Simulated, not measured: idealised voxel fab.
The process module that follows is named voxel wiring stack.
Cross-section cut spans 285 nm and uses square cells 5 nm in size.
Notation: cross-section as square-cell grid; stated in bands, top first, going down; one or more cell rows per band. Top, bottom (nm), then materials left to right with widths (nm); lone material tagged "throughout" fills the whole band edge to edge; "air" = empty space. Height datum 0, below which the as-received substrate wafer is one material. Lowest band open at the bottom, running downward: "0 and below". With a width like "30->40", each row of cells in the band differs from the next by the same amount, the top row carrying the first number and the bottom row the second. Reading "left unchanged" for a step: not a cell of the cross-section changed in it. If an empty space has no open way to the top and is at least 8 cells in size, "Encapsulated voids" lists it, written width x height at distance, where distance is measured from the left edge and every value is in nm. Where a step's line continues beyond its settings, the continuation is a remark by the simulator itself on that step. On any step carrying a mask, the "overlay nm" setting, if present on the step's line, tells how far right of its planned place the mask lay; negative values point to the left.

The process steps that were planned are listed below:
| 1 | RECEIVE,material Si |
| 2 | CONFORMAL_DEP,material SiO2,thk nm 15 |
| 3 | CONFORMAL_DEP,material SiCN,thk nm 5 |
| 4 | DIRECTIONAL_DEP,material lowk,thk nm 25 |
| 5 | MASKED_ETCH,tone open,mask id METAL_1,width nm 25,pitch nm 50,etch materials lowk,depth nm 25,overlay nm 0 |
| 6 | MASKED_ETCH,tone open,mask id METAL_1,width nm 25,pitch nm 50,etch materials SiCN,depth nm 5,overlay nm 0 |
| 7 | CONFORMAL_DEP,material TiN,thk nm 5 |
| 8 | FILL_DEP,material Cu,thk nm 10 |
| 9 | CMP,height nm 45 |
| 10 | CONFORMAL_DEP,material SiCN,thk nm 5 |
| 11 | DIRECTIONAL_DEP,material lowk,thk nm 15 |
| 12 | DIRECTIONAL_DEP,material aC,thk nm 10 |
| 13 | PATTERN,tone open,mask id PLUG_1,material resist,width nm 15,pitch nm 50,thk nm 25,overlay nm 0 |
| 14 | DIRECTIONAL_ETCH,etch materials aC,depth nm 10 |
| 15 | STRIP,etch materials resist |
| 16 | DIRECTIONAL_ETCH,etch materials lowk,depth nm 15 |
| 17 | DIRECTIONAL_ETCH,etch materials SiCN,depth nm 5 |
| 18 | STRIP,etch materials aC |
| 19 | CONFORMAL_DEP,material TiN,thk nm 5 |
| 20 | FILL_DEP,material Cu,thk nm 5 |
| 21 | CMP,height nm 65 |
| 22 | CONFORMAL_DEP,material SiCN,thk nm 5 |
| 23 | DIRECTIONAL_DEP,material SiO2,thk nm 25 |
| 24 | DIRECTIONAL_DEP,material aC,thk nm 15 |
| 25 | PATTERN,tone open,mask id METAL_2,material resist,width nm 25,pitch nm 50,thk nm 30,overlay nm 0 |
| 26 | DIRECTIONAL_ETCH,etch materials aC,depth nm 15 |
| 27 | STRIP,etch materials resist |
| 28 | DIRECTIONAL_ETCH,etch materials SiO2,depth nm 25 |
| 29 | DIRECTIONAL_ETCH,etch materials SiCN,depth nm 5 |
| 30 | STRIP,etch materials aC |
| 31 | CONFORMAL_DEP,material TiN,thk nm 5 |
| 32 | FILL_DEP,material Cu,thk nm 10 |
| 33 | CMP,height nm 95 |
| 34 | EPI,material Ru,thk nm 5 |
| 35 | FILL_DEP,material SiCN,thk nm 5 |
| 36 | DIRECTIONAL_DEP,material SiO2,thk nm 30 |
| 37 | MASKED_ETCH,tone open,mask id METAL_3_HOLES,width nm 15,pitch nm 50,etch materials SiO2,depth nm 30,overlay nm 0 |
| 38 | DIRECTIONAL_DEP,material aC,thk nm 15 |
| 39 | PATTERN,tone open,mask id METAL_3,material resist,width nm 25,pitch nm 50,thk nm 30,overlay nm 0 |
| 40 | DIRECTIONAL_ETCH,etch materials aC,depth nm 15 |
| 41 | STRIP,etch materials resist |
| 42 | DIRECTIONAL_ETCH,etch materials SiO2,depth nm 20 |
| 43 | DIRECTIONAL_ETCH,etch materials SiCN,depth nm 5 |
| 44 | STRIP,etch materials aC |
| 45 | CONFORMAL_DEP,material TiN,thk nm 5 |
| 46 | FILL_DEP,material Cu,thk nm 10 |
| 47 | CMP,height nm 135 |
| 48 | CONFORMAL_DEP,material SiCN,thk nm 5 |

Here's what the wafer looked like in cross-section when it arrived - that's after step 1:
  0 and below: Si throughout
  Encapsulated voids: none

Looking at the first of two wafers in cross-section at end of module - ran to plan:
  140 down to 135: SiCN throughout
  135 down to 120: SiO2: 55, TiN: 5, Cu: 15, TiN: 5, SiO2: 25, TiN: 5, Cu: 15, TiN: 5, SiO2: 25, TiN: 5, Cu: 15, TiN: 5, SiO2: 25, TiN: 5, Cu: 15, TiN: 5, SiO2: 55
  120 down to 115: SiO2: 55, TiN: 5, Cu: 5, TiN: 15, SiO2: 25, TiN: 5, Cu: 5, TiN: 15, SiO2: 25, TiN: 5, Cu: 5, TiN: 15, SiO2: 25, TiN: 5, Cu: 5, TiN: 15, SiO2: 55
  115 down to 105: SiO2: 55, TiN: 5, Cu: 5, TiN: 5, SiO2: 35, TiN: 5, Cu: 5, TiN: 5, SiO2: 35, TiN: 5, Cu: 5, TiN: 5, SiO2: 35, TiN: 5, Cu: 5, TiN: 5, SiO2: 65
  105 down to 100: SiCN: 55, TiN: 15, SiCN: 35, TiN: 15, SiCN: 35, TiN: 15, SiCN: 35, TiN: 15, SiCN: 65
  100 down to 95: SiCN: 50, Ru: 35, SiCN: 15, Ru: 35, SiCN: 15, Ru: 35, SiCN: 15, Ru: 35, SiCN: 50
  95 down to 70: SiO2: 55, TiN: 5, Cu: 15, TiN: 5, SiO2: 25, TiN: 5, Cu: 15, TiN: 5, SiO2: 25, TiN: 5, Cu: 15, TiN: 5, SiO2: 25, TiN: 5, Cu: 15, TiN: 5, SiO2: 55
  70 down to 65: SiCN: 55, TiN: 25, SiCN: 25, TiN: 25, SiCN: 25, TiN: 25, SiCN: 25, TiN: 25, SiCN: 55
  65 down to 50: lowk: 55, TiN: 5, Cu: 5, TiN: 5, lowk: 35, TiN: 5, Cu: 5, TiN: 5, lowk: 35, TiN: 5, Cu: 5, TiN: 5, lowk: 35, TiN: 5, Cu: 5, TiN: 5, lowk: 65
  50 down to 45: SiCN: 55, TiN: 15, SiCN: 35, TiN: 15, SiCN: 35, TiN: 15, SiCN: 35, TiN: 15, SiCN: 65
  45 down to 20: lowk: 55, TiN: 5, Cu: 15, TiN: 5, lowk: 25, TiN: 5, Cu: 15, TiN: 5, lowk: 25, TiN: 5, Cu: 15, TiN: 5, lowk: 25, TiN: 5, Cu: 15, TiN: 5, lowk: 55
  20 down to 15: SiCN: 55, TiN: 25, SiCN: 25, TiN: 25, SiCN: 25, TiN: 25, SiCN: 25, TiN: 25, SiCN: 55
  15 down to 0: SiO2 throughout
  0 and below: Si throughout
  Encapsulated voids: none

Same start, same plan as the first wafer - but one mistake in the run. Cross-section of the second of the two at the end of the module:
  150 down to 135: SiCN throughout
  135 down to 120: SiO2: 55, TiN: 5, Cu: 15, TiN: 5, SiO2: 25, TiN: 5, Cu: 15, TiN: 5, SiO2: 25, TiN: 5, Cu: 15, TiN: 5, SiO2: 25, TiN: 5, Cu: 15, TiN: 5, SiO2: 55
  120 down to 115: SiO2: 55, TiN: 5, Cu: 5, TiN: 15, SiO2: 25, TiN: 5, Cu: 5, TiN: 15, SiO2: 25, TiN: 5, Cu: 5, TiN: 15, SiO2: 25, TiN: 5, Cu: 5, TiN: 15, SiO2: 55
  115 down to 105: SiO2: 55, TiN: 5, Cu: 5, TiN: 5, SiO2: 35, TiN: 5, Cu: 5, TiN: 5, SiO2: 35, TiN: 5, Cu: 5, TiN: 5, SiO2: 35, TiN: 5, Cu: 5, TiN: 5, SiO2: 65
  105 down to 100: SiCN: 55, TiN: 15, SiCN: 35, TiN: 15, SiCN: 35, TiN: 15, SiCN: 35, TiN: 15, SiCN: 65
  100 down to 95: SiCN: 50, Ru: 35, SiCN: 15, Ru: 35, SiCN: 15, Ru: 35, SiCN: 15, Ru: 35, SiCN: 50
  95 down to 70: SiO2: 55, TiN: 5, Cu: 15, TiN: 5, SiO2: 25, TiN: 5, Cu: 15, TiN: 5, SiO2: 25, TiN: 5, Cu: 15, TiN: 5, SiO2: 25, TiN: 5, Cu: 15, TiN: 5, SiO2: 55
  70 down to 65: SiCN: 55, TiN: 25, SiCN: 25, TiN: 25, SiCN: 25, TiN: 25, SiCN: 25, TiN: 25, SiCN: 55
  65 down to 50: lowk: 55, TiN: 5, Cu: 5, TiN: 5, lowk: 35, TiN: 5, Cu: 5, TiN: 5, lowk: 35, TiN: 5, Cu: 5, TiN: 5, lowk: 35, TiN: 5, Cu: 5, TiN: 5, lowk: 65
  50 down to 45: SiCN: 55, TiN: 15, SiCN: 35, TiN: 15, SiCN: 35, TiN: 15, SiCN: 35, TiN: 15, SiCN: 65
  45 down to 20: lowk: 55, TiN: 5, Cu: 15, TiN: 5, lowk: 25, TiN: 5, Cu: 15, TiN: 5, lowk: 25, TiN: 5, Cu: 15, TiN: 5, lowk: 25, TiN: 5, Cu: 15, TiN: 5, lowk: 55
  20 down to 15: SiCN: 55, TiN: 25, SiCN: 25, TiN: 25, SiCN: 25, TiN: 25, SiCN: 25, TiN: 25, SiCN: 55
  15 down to 0: SiO2 throughout
  0 and below: Si throughout
  Encapsulated voids: none
what went wrong: not per plan at step 48, really ran CONFORMAL_DEP,material SiCN,thk nm 15
End check, counted in cells, second wafer has more or fewer of these materials than the first: SiCN: 114 more
